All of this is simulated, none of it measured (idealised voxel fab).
process module | voxel self aligned vias
cross-section cut | 270 nm wide | cells 5 nm
A cross-section is a grid of square cells, given in bands from the top down. A band is one or more rows of cells.
Each band's line starts with the height of the band's top and of its bottom, in nm. Then come its materials from left to right, each with its width in nm. One material with "throughout" fills the band from edge to edge. "air" is empty space.
Height 0 is the level under which the wafer as received is all one material. The lowest band goes on downwards, as in "0 down".
A width such as "30 to 40" changes by the same amount from each row of cells to the next, from the band's top row to its bottom row.
"no change" after a step means that no cell of the cross-section changed.
closed voids: empty space of 8 cells or more with no open way to the top, each as width x height at its distance from the left edge, in nm
after a step's settings: what the simulator itself notes on the step
overlay nm, on a step with a mask: how far to the right of its planned place the mask lay; to the left if negative
plan
1 op RECEIVE | material Si
2 op CONFORMAL_DEP | material SiO2 | thk nm 15
3 op CONFORMAL_DEP | material SiCN | thk nm 5
4 op DIRECTIONAL_DEP | material SiO2 | thk nm 25
5 op DIRECTIONAL_DEP | material aC | thk nm 15
6 op PATTERN | tone open | mask id LINES | material resist | width nm 25 | pitch nm 65 | thk nm 35 | overlay nm -15
7 op DIRECTIONAL_ETCH | etch materials aC | depth nm 15
8 op STRIP | etch materials resist
9 op DIRECTIONAL_ETCH | etch materials SiO2 | depth nm 25
10 op STRIP | etch materials aC
11 op CONFORMAL_DEP | material TiN | thk nm 5
12 op FILL_DEP | material W | thk nm 10
13 op CMP | height nm 45
14 op SELECTIVE_ETCH | etch materials W Ru TiN | depth nm 10
15 op FILL_DEP | material SiN | thk nm 10
16 op CMP | height nm 45
17 op DIRECTIONAL_DEP | material SiO2 | thk nm 20
18 op DIRECTIONAL_DEP | material aC | thk nm 15
19 op PATTERN | tone open | mask id VIAS | material resist | width nm 35 | pitch nm 65 | thk nm 35 | overlay nm 0
20 op DIRECTIONAL_ETCH | etch materials aC | depth nm 15
21 op STRIP | etch materials resist
22 op DIRECTIONAL_ETCH | etch materials SiO2 | depth nm 20
23 op DIRECTIONAL_ETCH | etch materials SiN | depth nm 10
24 op STRIP | etch materials aC
25 op CONFORMAL_DEP | material TiN | thk nm 5
26 op FILL_DEP | material W | thk nm 10
27 op CMP | height nm 65
28 op CONFORMAL_DEP | material SiN | thk nm 5
varied across the wafers: overlay nm of step 6. The plan shows the first wafer's value. All wafers start alike
first wafer as received, after step 1
  0 down: Si throughout
  closed voids: none
each wafer at the end: cells of each material gained (+) or lost (-) since it was received, then its closed voids
overlay nm -15 | +54 SiCN | +62 SiN | +542 SiO2 | +52 TiN | +46 W | closed voids: none
overlay nm -10 | +54 SiCN | +58 SiN | +542 SiO2 | +52 TiN | +50 W | closed voids: none
overlay nm -5 | +54 SiCN | +54 SiN | +542 SiO2 | +52 TiN | +54 W | closed voids: none
overlay nm 0 | +54 SiCN | +54 SiN | +542 SiO2 | +52 TiN | +54 W | closed voids: none
overlay nm 5 | +54 SiCN | +54 SiN | +542 SiO2 | +52 TiN | +54 W | closed voids: none
overlay nm 10 | +54 SiCN | +58 SiN | +542 SiO2 | +52 TiN | +50 W | closed voids: none
overlay nm 15 | +54 SiCN | +62 SiN | +542 SiO2 | +52 TiN | +46 W | closed voids: none
